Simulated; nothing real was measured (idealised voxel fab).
process module | voxel lift off
cross-section cut | 210 nm wide | cells 5 nm
A cross-section is a grid of square cells, given in bands from the top down. A band is one or more rows of cells.
Each band's line starts with the height of the band's top and of its bottom, in nm. Then come its materials from left to right, each with its width in nm. One material with "throughout" fills the band from edge to edge. "air" is empty space.
Height 0 is the level under which the wafer as received is all one material. The lowest band goes on downwards, as in "0 down".
A width such as "30 to 40" changes by the same amount from each row of cells to the next, from the band's top row to its bottom row.
"no change" after a step means that no cell of the cross-section changed.
closed voids: empty space of 8 cells or more with no open way to the top, each as width x height at its distance from the left edge, in nm
after a step's settings: what the simulator itself notes on the step
overlay nm, on a step with a mask: how far to the right of its planned place the mask lay; to the left if negative
plan
1 op RECEIVE | material Si
2 op CONFORMAL_DEP | material Al2O3 | thk nm 15
3 op PATTERN | tone open | mask id LINES | material resist | width nm 30 | pitch nm 50 | thk nm 30 | overlay nm 0
4 op DIRECTIONAL_DEP | material Ru | thk nm 15
5 op STRIP | etch materials resist
6 op CONFORMAL_DEP | material SiO2 | thk nm 10
first wafer, as planned
as received, after step 1
  0 down: Si throughout
  closed voids: none
after step 2
  15 to 0: Al2O3 throughout
  below 0: unchanged
after step 3
  45 to 15: resist 40 | air 30 | resist 20 | air 30 | resist 20 | air 30 | resist 40
  below 15: unchanged
after step 4
  60 to 45: Ru 40 | air 30 | Ru 20 | air 30 | Ru 20 | air 30 | Ru 40
  45 to 30: resist 40 | air 30 | resist 20 | air 30 | resist 20 | air 30 | resist 40
  30 to 15: resist 40 | Ru 30 | resist 20 | Ru 30 | resist 20 | Ru 30 | resist 40
  below 15: unchanged
after step 5
  30 to 15: air 40 | Ru 30 | air 20 | Ru 30 | air 20 | Ru 30 | air 40
  below 15: unchanged
after step 6
  40 to 30: air 30 | SiO2 150 | air 30
  30 to 25: air 30 | SiO2 10 | Ru 30 | SiO2 20 | Ru 30 | SiO2 20 | Ru 30 | SiO2 10 | air 30
  25 to 15: SiO2 40 | Ru 30 | SiO2 20 | Ru 30 | SiO2 20 | Ru 30 | SiO2 40
  below 15: unchanged
second wafer: like start, like plan, one mistake. Through step 3 it matches the first wafer
when step 4 should have ended
  60 to 45: SiO2 40 | air 30 | SiO2 20 | air 30 | SiO2 20 | air 30 | SiO2 40
  45 to 30: resist 40 | air 30 | resist 20 | air 30 | resist 20 | air 30 | resist 40
  30 to 15: resist 40 | SiO2 30 | resist 20 | SiO2 30 | resist 20 | SiO2 30 | resist 40
  below 15: unchanged
when step 5 should have ended
  30 to 15: air 40 | SiO2 30 | air 20 | SiO2 30 | air 20 | SiO2 30 | air 40
  below 15: unchanged
when step 6 should have ended
  40 to 25: air 30 | SiO2 150 | air 30
  25 to 15: SiO2 throughout
  below 15: unchanged
what went wrong: step 4 ran as: op DIRECTIONAL_DEP | material SiO2 | thk nm 15
at the end the second wafer has, in cells: 54 fewer of Ru | 54 more of SiO2
